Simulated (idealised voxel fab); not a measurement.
Proc. module: voxel wiring stack
Cross-sectional view cut (width: 295 nm; square cell size: 5 nm).
In this document a cross-section is written as a grid of square cells. It is given as a series of bands, listed from the top down, and a band is one or more rows of cells. Per band: top height and bottom height in nm, followed by the left-to-right materials and their widths in nm; "all across" marks a single material spanning edge to edge, "blank" marks empty space. The level at which height equals 0 is the one under which the wafer, as it arrives, is entirely one material. No lower edge exists for the bottom band, which continues downward and is notated as in "from 0 down". So if you see something like "30->40" for the width, read it as the top row of the band sitting at the first number and the bottom row at the second, with every row in between moving by the same amount as the last. "nothing was modified" means the step left every cell of the cross-section as it was. What "Unvented voids" gives you is every empty space of 8 cells or more that is cut off from the top. Each appears as width x height at distance, with the distance taken from the left edge and width, height and distance all in nm. On each step's line, the part that comes after the settings is the simulator's own comment on the step. The line of a step may include "overlay nm". On a step with a mask, this value is how far to the right of its planned place the mask lay. A negative value means the mask lay to the left.
# Planned process steps
1 RECEIVE [material Si]
2 CONFORMAL_DEP [material SiO2] [thk nm 10]
3 DIRECTIONAL_DEP [material TiN] [thk nm 5]
4 DIRECTIONAL_DEP [material Ru] [thk nm 25]
5 MASKED_ETCH [tone cover] [mask id METAL_1] [width nm 30] [pitch nm 55] [etch materials Ru] [depth nm 25] [overlay nm 0]
6 MASKED_ETCH [tone cover] [mask id METAL_1] [width nm 30] [pitch nm 55] [etch materials TiN] [depth nm 5] [overlay nm 0]
7 FILL_DEP [material SiO2] [thk nm 10]
8 CMP [height nm 40]
9 CONFORMAL_DEP [material SiCN] [thk nm 5]
10 DIRECTIONAL_DEP [material lowk] [thk nm 20]
11 PATTERN [tone open] [mask id PLUG_1] [material resist] [width nm 15] [pitch nm 110] [thk nm 20] [overlay nm 0]
12 DIRECTIONAL_ETCH [etch materials lowk] [depth nm 20]
13 DIRECTIONAL_ETCH [etch materials SiCN] [depth nm 5]
14 STRIP [etch materials resist]
15 EPI [material Ru] [thk nm 10]
16 EPI [material Ru] [thk nm 10]
17 EPI [material Ru] [thk nm 5]
18 DIRECTIONAL_DEP [material TiN] [thk nm 5]
19 DIRECTIONAL_DEP [material W] [thk nm 20]
20 DIRECTIONAL_DEP [material aC] [thk nm 15]
21 PATTERN [tone cover] [mask id METAL_2] [material resist] [width nm 30] [pitch nm 55] [thk nm 35] [overlay nm 0]
22 DIRECTIONAL_ETCH [etch materials aC] [depth nm 15]
23 STRIP [etch materials resist]
24 DIRECTIONAL_ETCH [etch materials W] [depth nm 20]
25 DIRECTIONAL_ETCH [etch materials TiN] [depth nm 5]
26 STRIP [etch materials aC]
27 FILL_DEP [material SiO2] [thk nm 5]
28 CMP [height nm 90]
29 CONFORMAL_DEP [material SiCN] [thk nm 5]
# Shown in cross-section is the wafer as received, that is, as it stands after step 1
* from 0 down  Si all across
* Unvented voids: none
# End-of-module cross-section of the first of two wafers, processed as planned
* from 95 to 90  SiCN all across
* from 90 to 70  SiO2: 75 / W: 30 / SiO2: 25 / W: 30 / SiO2: 25 / W: 30 / SiO2: 80
* from 70 to 65  SiO2: 75 / TiN: 30 / SiO2: 25 / TiN: 30 / SiO2: 25 / TiN: 30 / SiO2: 80
* from 65 to 45  lowk: 75 / Ru: 15 / lowk: 95 / Ru: 15 / lowk: 95
* from 45 to 40  SiCN: 75 / Ru: 15 / SiCN: 95 / Ru: 15 / SiCN: 95
* from 40 to 15  SiO2: 75 / Ru: 30 / SiO2: 25 / Ru: 30 / SiO2: 25 / Ru: 30 / SiO2: 80
* from 15 to 10  SiO2: 75 / TiN: 30 / SiO2: 25 / TiN: 30 / SiO2: 25 / TiN: 30 / SiO2: 80
* from 10 to 0  SiO2 all across
* from 0 down  Si all across
* Unvented voids: none
# Cross-section at end of module for the second wafer of two, which matched the first in starting point and plan and differed by one mistake in its processing
* from 95 to 90  SiCN all across
* from 90 to 85  SiO2: 75 / TiN: 30 / SiO2: 25 / TiN: 30 / SiO2: 25 / TiN: 30 / SiO2: 80
* from 85 to 65  W all across
* from 65 to 45  lowk: 75 / Ru: 15 / lowk: 95 / Ru: 15 / lowk: 95
* from 45 to 40  SiCN: 75 / Ru: 15 / SiCN: 95 / Ru: 15 / SiCN: 95
* from 40 to 15  SiO2: 75 / Ru: 30 / SiO2: 25 / Ru: 30 / SiO2: 25 / Ru: 30 / SiO2: 80
* from 15 to 10  SiO2: 75 / TiN: 30 / SiO2: 25 / TiN: 30 / SiO2: 25 / TiN: 30 / SiO2: 80
* from 10 to 0  SiO2 all across
* from 0 down  Si all across
* Unvented voids: none
So what did we get wrong on this run? steps 18 and 19 run out of order (swapped)
Wrapping up, a cell-based count of both wafers puts the second over or under the first for these materials: 164 fewer of SiO2, 164 more of W
